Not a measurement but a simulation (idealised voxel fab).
Process module heading - voxel double patterning
The width of the displayed cross-section, cut, is 165 nm; its cells are square, with a size of 5 nm.
Cross-sections here: square-cell grids, written as top-down lists of bands, a band being one or more rows of cells.
Band: top and bottom heights (nm) first, top before bottom; then materials from left to right, widths in nm. "edge to edge" marks a sole material filling the band edge to edge. "air" denotes empty space.
Height is counted from the level 0, under which the received wafer is composed throughout of one material. The lowest of the bands is not closed at the bottom but continues downward, in the notation "0 down".
Quick explanation for "30..40": the width changes in equal steps down the rows of cells, from the first number in the band's top row to the second number in its bottom row.
Step marked "no alterations made"? Then no cell in the cross-section changed in it.
Heads up: "Fully sealed cavities" only lists the empty pockets with no open path to the top that are 8 cells or more, and it writes them as width x height at distance, distance from the left edge, in nm.
On each step's line, the part that comes after the settings is the simulator's own comment on the step.
If you see "overlay nm" on a step's line and that step has a mask, it's telling you how far right of where it was planned the mask ended up; a negative number means it went left instead.
Process steps (planned)
step 1: RECEIVE with material Si
step 2: CONFORMAL_DEP with material SiO2, thk nm 10
step 3: DIRECTIONAL_DEP with material TiN, thk nm 20
step 4: DIRECTIONAL_DEP with material SiCN, thk nm 5
step 5: DIRECTIONAL_DEP with material aC, thk nm 15
step 6: PATTERN with tone open, mask id FIRST, material resist, width nm 15, pitch nm 50, thk nm 35, overlay nm 0
step 7: DIRECTIONAL_ETCH with etch materials aC, depth nm 15
step 8: STRIP with etch materials resist
step 9: DIRECTIONAL_ETCH with etch materials SiCN, depth nm 5
step 10: STRIP with etch materials aC
step 11: PATTERN with tone open, mask id SECOND, material resist, width nm 15, pitch nm 50, thk nm 20, overlay nm 0
step 12: DIRECTIONAL_ETCH with etch materials SiCN, depth nm 5
step 13: STRIP with etch materials resist
step 14: DIRECTIONAL_ETCH with etch materials TiN, depth nm 20
step 15: STRIP with etch materials SiCN
Cross-section of the wafer at receipt, which is the condition after step 1
  0 down: Si edge to edge
  Fully sealed cavities: none
Cross-sectional result after module completion. Note: starting condition and plan are unchanged from above; one processing mistake was made
  30 to 10: 25 of TiN / 30 of air / 20 of TiN / 30 of air / 20 of TiN / 15 of air / 25 of TiN
  10 to 0: SiO2 edge to edge
  0 down: Si edge to edge
  Fully sealed cavities: none
Want to know what went wrong? step 11, actual vs plan mismatch, actual run PATTERN with tone open, mask id SECOND, material resist, width nm 15, pitch nm 50, thk nm 20, overlay nm -10
